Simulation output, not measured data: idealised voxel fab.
The document below concerns the process module designated voxel double patterning.
The cross-section on display is named cut; it measures 200 nm wide, and its cells are 5 nm squares.
Think of the cross-section as a grid of square cells. We describe it in bands, top to bottom, and each band covers one or more rows of those cells. Quick guide to a band line: top height, bottom height (nm) up front; then every material left to right with its width in nm. Only one material and it's marked "all across"? Then it fills the band edge to edge. And "empty" just means empty space. Height reference: 0 = level under which incoming wafer is all one material. Lowest band: no bottom, runs on downward, e.g. "from 0 down". Per-row width for "30..40": begins at first number (top row of band), ends at second number (bottom row), increment between rows held constant. Where a step carries "no alteration", the cross-section came out of it unchanged, cell for cell. You'll see "Completely sealed voids" listing empty spaces that have no way open to the top, as long as they're 8 cells or more; the notation is width x height at distance, where the distance is from the left edge, and all of it is in nm. On each step's line, the part that comes after the settings is the simulator's own comment on the step. On any step carrying a mask, the "overlay nm" setting, if present on the step's line, tells how far right of its planned place the mask lay; negative values point to the left.

# Steps planned for the process
1. RECEIVE (material Si)
2. CONFORMAL_DEP (material SiN; thk nm 5)
3. DIRECTIONAL_DEP (material SiO2; thk nm 20)
4. DIRECTIONAL_DEP (material SiCN; thk nm 10)
5. DIRECTIONAL_DEP (material aC; thk nm 10)
6. PATTERN (tone open; mask id FIRST; material resist; width nm 15; pitch nm 50; thk nm 30; overlay nm 0)
7. DIRECTIONAL_ETCH (etch materials aC; depth nm 10)
8. STRIP (etch materials resist)
9. DIRECTIONAL_ETCH (etch materials SiCN; depth nm 10)
10. STRIP (etch materials aC)
11. MASKED_ETCH (tone open; mask id SECOND; width nm 15; etch materials SiCN; depth nm 10; overlay nm 0)
12. DIRECTIONAL_ETCH (etch materials SiO2; depth nm 20)
13. STRIP (etch materials SiCN)

# The first of a set of two wafers, run to plan

# Step 1 complete: cross-section of the wafer as received
    from 0 down = Si all across
    Completely sealed voids: none

# Wafer xsec, post step 2
    from 5 to 0 = SiN all across
    Below a height of 0, the structure has not been altered.

# Wafer xsec, post step 3
    from 25 to 5 = SiO2 all across
    Below a height of 5, the structure has not been altered.

# Wafer xsec, post step 4
    from 35 to 25 = SiCN all across
    Below a height of 25, the structure has not been altered.

# Wafer xsec, post step 5
    from 45 to 35 = aC all across
    Below a height of 35, the structure has not been altered.

# Wafer xsec, post step 6
    from 75 to 45 = 65 nm resist | 15 nm empty | 35 nm resist | 15 nm empty | 70 nm resist
    Below a height of 45, the structure has not been altered.

# Wafer xsec, post step 7
    from 65 to 45 = 65 nm resist | 15 nm empty | 35 nm resist | 15 nm empty | 70 nm resist
    from 45 to 35 = 65 nm aC | 15 nm empty | 35 nm aC | 15 nm empty | 70 nm aC
    Below a height of 35, the structure has not been altered.

# Wafer xsec, post step 8
    from 45 to 35 = 65 nm aC | 15 nm empty | 35 nm aC | 15 nm empty | 70 nm aC
    Below a height of 35, the structure has not been altered.

# Wafer xsec, post step 9
    from 45 to 35 = 65 nm aC | 15 nm empty | 35 nm aC | 15 nm empty | 70 nm aC
    from 35 to 25 = 65 nm SiCN | 15 nm empty | 35 nm SiCN | 15 nm empty | 70 nm SiCN
    Below a height of 25, the structure has not been altered.

# Wafer xsec, post step 10
    from 35 to 25 = 65 nm SiCN | 15 nm empty | 35 nm SiCN | 15 nm empty | 70 nm SiCN
    Below a height of 25, the structure has not been altered.

# Wafer xsec, post step 11
    from 35 to 25 = 65 nm SiCN | 15 nm empty | 10 nm SiCN | 15 nm empty | 10 nm SiCN | 15 nm empty | 70 nm SiCN
    Below a height of 25, the structure has not been altered.

# Wafer xsec, post step 12
    from 35 to 25 = 65 nm SiCN | 15 nm empty | 10 nm SiCN | 15 nm empty | 10 nm SiCN | 15 nm empty | 70 nm SiCN
    from 25 to 5 = 65 nm SiO2 | 15 nm empty | 10 nm SiO2 | 15 nm empty | 10 nm SiO2 | 15 nm empty | 70 nm SiO2
    Below a height of 5, the structure has not been altered.

# Wafer xsec, post step 13
    from 25 to 5 = 65 nm SiO2 | 15 nm empty | 10 nm SiO2 | 15 nm empty | 10 nm SiO2 | 15 nm empty | 70 nm SiO2
    Below a height of 5, the structure has not been altered.

# Second wafer - shared start and plan with the first - one error in running - same as the first up to step 11 inclusive

# Here is the second wafer in cross-section at the point where step 12 of the plan should have been done
    from 35 to 25 = 65 nm SiCN | 15 nm empty | 10 nm SiCN | 15 nm empty | 10 nm SiCN | 15 nm empty | 70 nm SiCN
    from 25 to 10 = 65 nm SiO2 | 15 nm empty | 10 nm SiO2 | 15 nm empty | 10 nm SiO2 | 15 nm empty | 70 nm SiO2
    Below a height of 10, the structure has not been altered.

# Here is the second wafer in cross-section at the point where step 13 of the plan should have been done
    from 25 to 10 = 65 nm SiO2 | 15 nm empty | 10 nm SiO2 | 15 nm empty | 10 nm SiO2 | 15 nm empty | 70 nm SiO2
    Below a height of 10, the structure has not been altered.
Deviation noted in wafer processing: step 12 did not use the planned setting and instead ran as DIRECTIONAL_ETCH (etch materials SiO2; depth nm 15)
Once processing is complete, comparing cell counts shows that the second wafer has more or fewer of certain materials than the first: 9 more of SiO2
